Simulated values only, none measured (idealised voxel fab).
This is a process module. Its name is voxel wiring stack.
Cross-section cut spans 170 nm and uses square cells 5 nm in size.
Square cells in a grid make up a cross-section in this document, and the grid is given as bands, listed from the top down, each one or more rows of cells. For a band, the entry starts with two heights in nm, that of the top and then that of the bottom, and carries on with the band's materials in order from left to right, each alongside its width in nm; the word "all across" beside a single material means it fills the band edge to edge, and "blank" means empty space. Height is counted from the level 0, under which the received wafer is composed throughout of one material. The lowest of the bands is not closed at the bottom but continues downward, in the notation "0 down". It should be noted that a width expressed as "30->40" varies in equal increments from row to row of cells within the band, taking the value of the first number at the top row and that of the second number at the bottom row. Where a step carries "nothing got changed", the cross-section came out of it unchanged, cell for cell. Empty spaces counting at least 8 cells and having no open way to the top are listed in "Sealed void list". The notation width x height at distance is used for each, the distance being from the left edge and all three values in nm. The remark found on a step's line after its settings is issued by the simulator itself and pertains to that step. You can add "overlay nm" to a step's line. For a step with a mask, it describes how far the mask lay to the right of its planned position, and a negative number describes a lay to the left.

# Steps in the process plan
1) RECEIVE [material Si]
2) CONFORMAL_DEP [material SiO2] [thk nm 10]
3) DIRECTIONAL_DEP [material TiN] [thk nm 5]
4) DIRECTIONAL_DEP [material W] [thk nm 25]
5) PATTERN [tone cover] [mask id METAL_1] [material resist] [width nm 30] [pitch nm 55] [thk nm 20] [overlay nm 0]
6) DIRECTIONAL_ETCH [etch materials W] [depth nm 25]
7) DIRECTIONAL_ETCH [etch materials TiN] [depth nm 5]
8) STRIP [etch materials resist]
9) FILL_DEP [material lowk] [thk nm 5]
10) CMP [height nm 40]
11) CONFORMAL_DEP [material SiCN] [thk nm 5]
12) DIRECTIONAL_DEP [material lowk] [thk nm 20]
13) DIRECTIONAL_DEP [material aC] [thk nm 10]
14) PATTERN [tone open] [mask id PLUG_1] [material resist] [width nm 15] [pitch nm 55] [thk nm 25] [overlay nm 0]
15) DIRECTIONAL_ETCH [etch materials aC] [depth nm 10]
16) STRIP [etch materials resist]
17) DIRECTIONAL_ETCH [etch materials lowk] [depth nm 20]
18) DIRECTIONAL_ETCH [etch materials SiCN] [depth nm 5]
19) STRIP [etch materials aC]
20) CONFORMAL_DEP [material TiN] [thk nm 5]
21) FILL_DEP [material Cu] [thk nm 10]
22) CMP [height nm 65]
23) CONFORMAL_DEP [material SiN] [thk nm 5]
24) DIRECTIONAL_DEP [material SiO2] [thk nm 15]
25) MASKED_ETCH [tone open] [mask id METAL_2] [width nm 30] [pitch nm 55] [etch materials SiO2] [depth nm 15] [overlay nm 0]
26) MASKED_ETCH [tone open] [mask id METAL_2] [width nm 30] [pitch nm 55] [etch materials SiN] [depth nm 5] [overlay nm 0]
27) CONFORMAL_DEP [material TiN] [thk nm 5]
28) FILL_DEP [material Cu] [thk nm 10]
29) CMP [height nm 85]
30) CONFORMAL_DEP [material SiCN] [thk nm 5]

# Wafer at receipt (post step 1), cross-section
- 0 down: Si all across
- Sealed void list: none

# Wafer at module end, in section. Began as above, planned as above, run with one mistake
- 90 to 85: SiCN all across
- 85 to 75: Cu: 10 | TiN: 5 | SiO2: 30 | TiN: 5 | Cu: 15 | TiN: 5 | SiO2: 30 | TiN: 5 | Cu: 15 | TiN: 5 | SiO2: 30 | TiN: 5 | Cu: 10
- 75 to 70: TiN: 15 | SiO2: 30 | TiN: 25 | SiO2: 30 | TiN: 25 | SiO2: 30 | TiN: 15
- 70 to 65: SiN all across
- 65 to 45: lowk: 15 | TiN: 5 | Cu: 5 | TiN: 5 | lowk: 40 | TiN: 5 | Cu: 5 | TiN: 5 | lowk: 40 | TiN: 5 | Cu: 5 | TiN: 5 | lowk: 30
- 45 to 40: SiCN: 15 | TiN: 15 | SiCN: 40 | TiN: 15 | SiCN: 40 | TiN: 15 | SiCN: 30
- 40 to 15: lowk: 15 | W: 30 | lowk: 25 | W: 30 | lowk: 25 | W: 30 | lowk: 15
- 15 to 10: lowk: 15 | TiN: 30 | lowk: 25 | TiN: 30 | lowk: 25 | TiN: 30 | lowk: 15
- 10 to 0: SiO2 all across
- 0 down: Si all across
- Sealed void list: none
Here's what went sideways: step 25 was run on a setting that differed from the plan, and what really ran there is MASKED_ETCH [tone cover] [mask id METAL_2] [width nm 30] [pitch nm 55] [etch materials SiO2] [depth nm 15] [overlay nm 0]
